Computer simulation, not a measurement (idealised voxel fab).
process module | voxel ribs on slabs
cross-section cut | 220 nm wide | cells 5 nm
A cross-section is a grid of square cells, given in bands from the top down. A band is one or more rows of cells.
Each band's line starts with the height of the band's top and of its bottom, in nm. Then come its materials from left to right, each with its width in nm. One material with "throughout" fills the band from edge to edge. "air" is empty space.
Height 0 is the level under which the wafer as received is all one material. The lowest band goes on downwards, as in "0 down".
A width such as "30 to 40" changes by the same amount from each row of cells to the next, from the band's top row to its bottom row.
"no change" after a step means that no cell of the cross-section changed.
closed voids: empty space of 8 cells or more with no open way to the top, each as width x height at its distance from the left edge, in nm
after a step's settings: what the simulator itself notes on the step
overlay nm, on a step with a mask: how far to the right of its planned place the mask lay; to the left if negative
plan
1 op RECEIVE | material Si
2 op DIRECTIONAL_DEP | material SiO2 | thk nm 30
3 op DIRECTIONAL_DEP | material SiN | thk nm 15
4 op MASKED_ETCH | tone cover | mask id RIB | width nm 15 | etch materials SiN | depth nm 10 | overlay nm 0
5 op PATTERN | tone cover | mask id SLAB | material resist | width nm 55 | thk nm 20 | overlay nm 0
6 op DIRECTIONAL_ETCH | etch materials SiN | depth nm 5
7 op STRIP | etch materials resist
8 op FILL_DEP | material SiO2 | thk nm 25
9 op CMP | height nm 60
10 op DIRECTIONAL_DEP | material TiN | thk nm 5
11 op DIRECTIONAL_DEP | material aC | thk nm 15
12 op PATTERN | tone cover | mask id HEATER | material resist | width nm 25 | thk nm 35 | overlay nm 0
13 op DIRECTIONAL_ETCH | etch materials aC | depth nm 15
14 op STRIP | etch materials resist
15 op DIRECTIONAL_ETCH | etch materials TiN | depth nm 5
16 op STRIP | etch materials aC
17 op CONFORMAL_DEP | material SiO2 | thk nm 5
first wafer, as planned
as received, after step 1
  0 down: Si throughout
  closed voids: none
after step 2
  30 to 0: SiO2 throughout
  below 0: unchanged
after step 3
  45 to 30: SiN throughout
  below 30: unchanged
after step 4
  45 to 35: air 100 | SiN 15 | air 105
  below 35: unchanged
after step 5
  65 to 45: air 80 | resist 55 | air 85
  45 to 35: air 80 | resist 20 | SiN 15 | resist 20 | air 85
  below 35: unchanged
after step 6
  65 to 45: air 80 | resist 55 | air 85
  45 to 35: air 80 | resist 20 | SiN 15 | resist 20 | air 85
  35 to 30: air 80 | SiN 55 | air 85
  below 30: unchanged
after step 7
  45 to 35: air 100 | SiN 15 | air 105
  below 35: unchanged
after step 8
  70 to 45: SiO2 throughout
  45 to 35: SiO2 100 | SiN 15 | SiO2 105
  35 to 30: SiO2 80 | SiN 55 | SiO2 85
  below 30: unchanged
after step 9
  60 to 45: SiO2 throughout
  below 45: unchanged
after step 10
  65 to 60: TiN throughout
  below 60: unchanged
after step 11
  80 to 65: aC throughout
  below 65: unchanged
after step 12
  115 to 80: air 95 | resist 25 | air 100
  below 80: unchanged
after step 13
  100 to 80: air 95 | resist 25 | air 100
  80 to 65: air 95 | aC 25 | air 100
  below 65: unchanged
after step 14
  80 to 65: air 95 | aC 25 | air 100
  below 65: unchanged
after step 15
  80 to 65: air 95 | aC 25 | air 100
  65 to 60: air 95 | TiN 25 | air 100
  below 60: unchanged
after step 16
  65 to 60: air 95 | TiN 25 | air 100
  below 60: unchanged
after step 17
  70 to 65: air 90 | SiO2 35 | air 95
  65 to 60: SiO2 95 | TiN 25 | SiO2 100
  below 60: unchanged
second wafer: like start, like plan, one mistake. Through step 11 it matches the first wafer
when step 12 should have ended
  115 to 80: air 90 | resist 35 | air 95
  below 80: unchanged
when step 13 should have ended
  100 to 80: air 90 | resist 35 | air 95
  80 to 65: air 90 | aC 35 | air 95
  below 65: unchanged
when step 14 should have ended
  80 to 65: air 90 | aC 35 | air 95
  below 65: unchanged
when step 15 should have ended
  80 to 65: air 90 | aC 35 | air 95
  65 to 60: air 90 | TiN 35 | air 95
  below 60: unchanged
when step 16 should have ended
  65 to 60: air 90 | TiN 35 | air 95
  below 60: unchanged
when step 17 should have ended
  70 to 65: air 85 | SiO2 45 | air 90
  65 to 60: SiO2 90 | TiN 35 | SiO2 95
  below 60: unchanged
what went wrong: step 12 ran as: op PATTERN | tone cover | mask id HEATER | material resist | width nm 35 | thk nm 35 | overlay nm 0
at the end the second wafer has, in cells: 2 more of TiN
